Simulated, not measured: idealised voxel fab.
process module | voxel double patterning
cross-section cut | 255 nm wide | cells 5 nm
A cross-section is a grid of square cells, given in bands from the top down. A band is one or more rows of cells.
Each band's line starts with the height of the band's top and of its bottom, in nm. Then come its materials from left to right, each with its width in nm. One material with "throughout" fills the band from edge to edge. "air" is empty space.
Height 0 is the level under which the wafer as received is all one material. The lowest band goes on downwards, as in "0 down".
A width such as "30 to 40" changes by the same amount from each row of cells to the next, from the band's top row to its bottom row.
"no change" after a step means that no cell of the cross-section changed.
closed voids: empty space of 8 cells or more with no open way to the top, each as width x height at its distance from the left edge, in nm
after a step's settings: what the simulator itself notes on the step
overlay nm, on a step with a mask: how far to the right of its planned place the mask lay; to the left if negative
plan
1 op RECEIVE | material Si
2 op CONFORMAL_DEP | material SiO2 | thk nm 10
3 op DIRECTIONAL_DEP | material polySi | thk nm 15
4 op DIRECTIONAL_DEP | material SiCN | thk nm 5
5 op DIRECTIONAL_DEP | material aC | thk nm 15
6 op PATTERN | tone open | mask id FIRST | material resist | width nm 15 | pitch nm 50 | thk nm 30 | overlay nm 0
7 op DIRECTIONAL_ETCH | etch materials aC | depth nm 15
8 op STRIP | etch materials resist
9 op DIRECTIONAL_ETCH | etch materials SiCN | depth nm 5
10 op STRIP | etch materials aC
11 op MASKED_ETCH | tone open | mask id SECOND | width nm 15 | pitch nm 50 | etch materials SiCN | depth nm 5 | overlay nm 0
12 op DIRECTIONAL_ETCH | etch materials polySi | depth nm 15
13 op STRIP | etch materials SiCN
as received, after step 1
  0 down: Si throughout
  closed voids: none
a wafer at the end: this start, this plan, one mistake
  25 to 10: polySi 70 | air 20 | polySi 5 | air 15 | polySi 10 | air 20 | polySi 5 | air 15 | polySi 10 | air 20 | polySi 65
  10 to 0: SiO2 throughout
  0 down: Si throughout
  closed voids: none
what went wrong: step 6 ran as: op PATTERN | tone open | mask id FIRST | material resist | width nm 20 | pitch nm 50 | thk nm 30 | overlay nm 0
